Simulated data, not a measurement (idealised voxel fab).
The process module presented herein is designated voxel self aligned contacts.
The width of the displayed cross-section, cut, is 260 nm; its cells are square, with a size of 5 nm.
This document writes a cross-section as a grid whose cells are square, and gives it as bands, listed from the top down; one or more rows of cells form a band. Top, bottom (nm), then materials left to right with widths (nm); lone material tagged "throughout" fills the whole band edge to edge; "air" = empty space. Heights are reckoned from 0. Under this level, the received wafer is all of one material. The bottommost band is open-ended downward, for example "top 0, no bottom". Top row gets the first number, bottom row gets the second, and each row in between changes by the same step: that is how a band width like "30->40" works. Any step labelled "no change occurred" changed none of the cells in the cross-section. "Sealed internal cavities" lists enclosed empty spaces (at least 8 cells, no open path upward to the top), each as width x height at distance from the left edge, in nm. On a step's line, text after the settings is the simulator commenting on that step. overlay nm: for a step with a mask, the amount by which the mask lay right of where it was planned; a negative amount means left of it.

## Planned process steps
1 RECEIVE (material Si)
2 CONFORMAL_DEP (material SiO2; thk nm 5)
3 DIRECTIONAL_DEP (material polySi; thk nm 30)
4 DIRECTIONAL_DEP (material SiN; thk nm 20)
5 DIRECTIONAL_DEP (material aC; thk nm 15)
6 PATTERN (tone cover; mask id GATE; material resist; width nm 25; pitch nm 55; thk nm 35; overlay nm 0)
7 DIRECTIONAL_ETCH (etch materials aC; depth nm 15)
8 STRIP (etch materials resist)
9 DIRECTIONAL_ETCH (etch materials SiN; depth nm 20)
10 DIRECTIONAL_ETCH (etch materials polySi; depth nm 30)
11 STRIP (etch materials aC)
12 CONFORMAL_DEP (material SiN; thk nm 5)
13 DIRECTIONAL_ETCH (etch materials SiN; depth nm 5)
14 FILL_DEP (material SiO2; thk nm 20)
15 CMP (height nm 65)
16 DIRECTIONAL_DEP (material aC; thk nm 10)
17 PATTERN (tone open; mask id CONTACT; material resist; width nm 40; thk nm 25; overlay nm 0)
18 DIRECTIONAL_ETCH (etch materials aC; depth nm 10)
19 STRIP (etch materials resist)
20 DIRECTIONAL_ETCH (etch materials SiO2; depth nm 65)
21 STRIP (etch materials aC)
22 CONFORMAL_DEP (material TiN; thk nm 5)
23 FILL_DEP (material W; thk nm 5)
24 CMP (height nm 65)
25 CONFORMAL_DEP (material SiCN; thk nm 5)

## This is the cross-section of the wafer as we received it, i.e. after step 1
> top 0, no bottom = Si throughout
> Sealed internal cavities: none

## Cross-section, first of two wafers, end of module, run as planned
> top 70, bottom 65 = SiCN throughout
> top 65, bottom 55 = SiO2=110, TiN=5->15, W=30->10, TiN=5->15, SiO2=110
> top 55, bottom 35 = SiO2=85, SiN=35, TiN=5, W=10, TiN=5, SiN=35, SiO2=85
> top 35, bottom 5 = SiO2=85, SiN=5, polySi=25, SiN=5, TiN=5, W=10, TiN=5, SiN=5, polySi=25, SiN=5, SiO2=85
> top 5, bottom 0 = SiO2=120, TiN=20, SiO2=120
> top 0, no bottom = Si throughout
> Sealed internal cavities: none

## Here is the second of the two wafers cut open at the end of the module - same start, same plan as the first one, but we made one mistake running it
> top 70, bottom 65 = SiCN throughout
> top 65, bottom 60 = SiO2=110, TiN=5, W=30, TiN=5, SiO2=110
> top 60, bottom 55 = SiO2=110, TiN=40, SiO2=110
> top 55, bottom 35 = SiN=95, SiO2=15, SiN=40, SiO2=15, SiN=95
> top 35, bottom 5 = polySi=90, SiN=5, SiO2=15, SiN=5, polySi=30, SiN=5, SiO2=15, SiN=5, polySi=90
> top 5, bottom 0 = SiO2 throughout
> top 0, no bottom = Si throughout
> Sealed internal cavities: none
What was the processing mistake? off-plan run, step 6, actual operation and settings PATTERN (tone open; mask id GATE; material resist; width nm 25; pitch nm 55; thk nm 35; overlay nm 0)
Wafer comparison, final, in cells, second relative to first, materials more or fewer: 128 more of SiN; 276 fewer of SiO2; 22 fewer of TiN; 22 fewer of W; 192 more of polySi
